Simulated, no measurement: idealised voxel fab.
The name of this process module is voxel capacitor over wiring.
Section shown: cut. Width: 160 nm. Cell size: 5 nm, square.
Cross-section layout: square cells on a grid; listed as bands, top to bottom; a band spans one or more cell rows. Each band's line starts with the height of the band's top and of its bottom, in nm. Then come its materials from left to right, each with its width in nm. One material with "all across" fills the band from edge to edge. "empty" is empty space. Where do heights start? At 0: under that level the wafer as delivered is made of one material only. And the lowest band has no floor; it just carries on downward, as in "top 0, no bottom". A two-number width, for instance "30..40", indicates that the width is equal to the first number in the top row of the band and to the second number in the bottom row, and that it changes by a constant amount per row of cells. Any step labelled "no modification" changed none of the cells in the cross-section. You'll see "Internal closed voids" listing empty spaces that have no way open to the top, as long as they're 8 cells or more; the notation is width x height at distance, where the distance is from the left edge, and all of it is in nm. The remark found on a step's line after its settings is issued by the simulator itself and pertains to that step. overlay nm: right-of-plan distance of the mask on a masked step; negative values mean left-of-plan.

Process steps foreseen in the plan:
1 RECEIVE | material Si
2 CONFORMAL_DEP | material SiO2 | thk nm 15
3 CONFORMAL_DEP | material SiN | thk nm 5
4 DIRECTIONAL_DEP | material lowk | thk nm 20
5 DIRECTIONAL_DEP | material aC | thk nm 10
6 PATTERN | tone open | mask id METAL_1 | material resist | width nm 30 | pitch nm 95 | thk nm 30 | overlay nm 0
7 DIRECTIONAL_ETCH | etch materials aC | depth nm 10
8 STRIP | etch materials resist
9 DIRECTIONAL_ETCH | etch materials lowk | depth nm 20
10 DIRECTIONAL_ETCH | etch materials SiN | depth nm 5
11 STRIP | etch materials aC
12 CONFORMAL_DEP | material TiN | thk nm 5
13 FILL_DEP | material W | thk nm 10
14 CMP | height nm 40
15 CONFORMAL_DEP | material SiCN | thk nm 5
16 DIRECTIONAL_DEP | material SiO2 | thk nm 10
17 DIRECTIONAL_DEP | material aC | thk nm 15
18 PATTERN | tone open | mask id PLUG_1 | material resist | width nm 15 | thk nm 35 | overlay nm 0
19 DIRECTIONAL_ETCH | etch materials aC | depth nm 15
20 STRIP | etch materials resist
21 DIRECTIONAL_ETCH | etch materials SiO2 | depth nm 10
22 DIRECTIONAL_ETCH | etch materials SiCN | depth nm 5
23 STRIP | etch materials aC
24 CONFORMAL_DEP | material TiN | thk nm 5
25 FILL_DEP | material W | thk nm 5
26 CMP | height nm 55
27 DIRECTIONAL_DEP | material TiN | thk nm 5
28 DIRECTIONAL_DEP | material HfO2 | thk nm 5
29 DIRECTIONAL_DEP | material TiN | thk nm 10
30 PATTERN | tone cover | mask id UPPER_PLATE | material resist | width nm 70 | thk nm 15 | overlay nm 0
31 DIRECTIONAL_ETCH | etch materials TiN | depth nm 10
32 DIRECTIONAL_ETCH | etch materials HfO2 | depth nm 5
33 STRIP | etch materials resist
34 DIRECTIONAL_DEP | material aC | thk nm 10
35 PATTERN | tone cover | mask id LOWER_PLATE | material resist | width nm 80 | thk nm 30 | overlay nm 0
36 DIRECTIONAL_ETCH | etch materials aC | depth nm 10
37 STRIP | etch materials resist
38 DIRECTIONAL_ETCH | etch materials TiN | depth nm 5
39 STRIP | etch materials aC
40 FILL_DEP | material SiO2 | thk nm 15
41 CMP | height nm 85
42 DIRECTIONAL_DEP | material aC | thk nm 15
43 PATTERN | tone open | mask id PLUG_2 | material resist | width nm 15 | thk nm 35 | overlay nm 0
44 DIRECTIONAL_ETCH | etch materials aC | depth nm 15
45 STRIP | etch materials resist
46 DIRECTIONAL_ETCH | etch materials SiO2 | depth nm 10
47 STRIP | etch materials aC
48 CONFORMAL_DEP | material TiN | thk nm 5
49 FILL_DEP | material Cu | thk nm 10
50 CMP | height nm 85
51 CONFORMAL_DEP | material SiCN | thk nm 5

Wafer at receipt (post step 1), cross-section:
top 0, no bottom  Si all across
Internal closed voids: none

Sectioned view, first of two wafers, at the close of the module, processed as intended in the plan:
top 90, bottom 85  SiCN all across
top 85, bottom 80  SiO2 (40) / TiN (5) / Cu (5) / TiN (5) / SiO2 (105)
top 80, bottom 75  SiO2 (40) / TiN (15) / SiO2 (105)
top 75, bottom 65  SiO2 (30) / TiN (70) / SiO2 (60)
top 65, bottom 60  SiO2 (30) / HfO2 (70) / SiO2 (60)
top 60, bottom 55  SiO2 (25) / TiN (80) / SiO2 (55)
top 55, bottom 45  SiO2 (30) / TiN (5) / W (5) / TiN (5) / SiO2 (115)
top 45, bottom 40  SiCN (30) / TiN (15) / SiCN (115)
top 40, bottom 20  lowk (15) / TiN (5) / W (20) / TiN (5) / lowk (65) / TiN (5) / W (20) / TiN (5) / lowk (20)
top 20, bottom 15  SiN (15) / TiN (30) / SiN (65) / TiN (30) / SiN (20)
top 15, bottom 0  SiO2 all across
top 0, no bottom  Si all across
Internal closed voids: none

Second wafer cross-section at end of module - shared start and plan with the first, one mistake in the run:
top 90, bottom 85  SiCN all across
top 85, bottom 75  SiO2 (30) / TiN (70) / SiO2 (60)
top 75, bottom 70  SiO2 (30) / HfO2 (70) / SiO2 (60)
top 70, bottom 60  HfO2 all across
top 60, bottom 55  TiN all across
top 55, bottom 45  SiO2 (30) / TiN (5) / W (5) / TiN (5) / SiO2 (115)
top 45, bottom 40  SiCN (30) / TiN (15) / SiCN (115)
top 40, bottom 20  lowk (15) / TiN (5) / W (20) / TiN (5) / lowk (65) / TiN (5) / W (20) / TiN (5) / lowk (20)
top 20, bottom 15  SiN (15) / TiN (30) / SiN (65) / TiN (30) / SiN (20)
top 15, bottom 0  SiO2 all across
top 0, no bottom  Si all across
Internal closed voids: none
The plan and the run diverged here: note that step 28 departed from the planned setting and was carried out as DIRECTIONAL_DEP | material HfO2 | thk nm 15
The second wafer ends with more or fewer cells of some materials than the first, per final count: Cu: 1 fewer, HfO2: 64 more, SiO2: 74 fewer, TiN: 11 more
